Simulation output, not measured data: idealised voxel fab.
Documented hereafter: the process module known as voxel released beams.
Xsec cut, 180 nm wide, square cell size 5 nm.
In what follows, cross-sections appear as grids of square cells, described through bands that run from the top down, where every band is one or more rows of cells.
For a band, the entry starts with two heights in nm, that of the top and then that of the bottom, and carries on with the band's materials in order from left to right, each alongside its width in nm; the word "throughout" beside a single material means it fills the band edge to edge, and "empty" means empty space.
Where do heights start? At 0: under that level the wafer as delivered is made of one material only. And the lowest band has no floor; it just carries on downward, as in "top 0, no bottom".
It should be noted that a width expressed as "30->40" varies in equal increments from row to row of cells within the band, taking the value of the first number at the top row and that of the second number at the bottom row.
Step note "no modifications" = no cross-section cell changed.
Enclosed voids (no open way to top), threshold 8 cells or more, entry "Sealed void inventory", notation width x height at distance, distance from left edge, nm.
Anything after a step's settings on that line? It's the simulator's own note about the step.
Each step line may optionally specify "overlay nm", which for a step with a mask gives the rightward distance between the mask's planned place and where it lay, a negative value indicating the leftward direction.
Process steps (planned):
step 1: RECEIVE: material Si
step 2: CONFORMAL_DEP: material SiN, thk nm 5
step 3: DIRECTIONAL_DEP: material SiO2, thk nm 15
step 4: DIRECTIONAL_DEP: material aC, thk nm 15
step 5: PATTERN: tone open, mask id ANCHOR, material resist, width nm 25, thk nm 30, overlay nm 0
step 6: DIRECTIONAL_ETCH: etch materials aC, depth nm 15
step 7: STRIP: etch materials resist
step 8: DIRECTIONAL_ETCH: etch materials SiO2, depth nm 15
step 9: STRIP: etch materials aC
step 10: CONFORMAL_DEP: material polySi, thk nm 10
step 11: DIRECTIONAL_DEP: material aC, thk nm 15
step 12: PATTERN: tone cover, mask id BEAM, material resist, width nm 110, thk nm 30, overlay nm 0
step 13: DIRECTIONAL_ETCH: etch materials aC, depth nm 15
step 14: STRIP: etch materials resist
step 15: DIRECTIONAL_ETCH: etch materials polySi, depth nm 10
step 16: STRIP: etch materials aC
step 17: STRIP: etch materials SiO2
As received (post step 1): cross-section:
- top 0, no bottom = Si throughout
- Sealed void inventory: none
End state of the module in cross-section, given the above starting point and plan and one mistake in execution:
- top 40, bottom 30 = empty: 30  polySi: 15  empty: 5  polySi: 90  empty: 40
- top 30, bottom 25 = empty: 35  polySi: 10  empty: 5  polySi: 10  empty: 120
- top 25, bottom 15 = empty: 35  polySi: 25  empty: 120
- top 15, bottom 0 = SiN throughout
- top 0, no bottom = Si throughout
- Sealed void inventory: none
Run error: step 2: run off-plan, actual operation and settings CONFORMAL_DEP: material SiN, thk nm 15
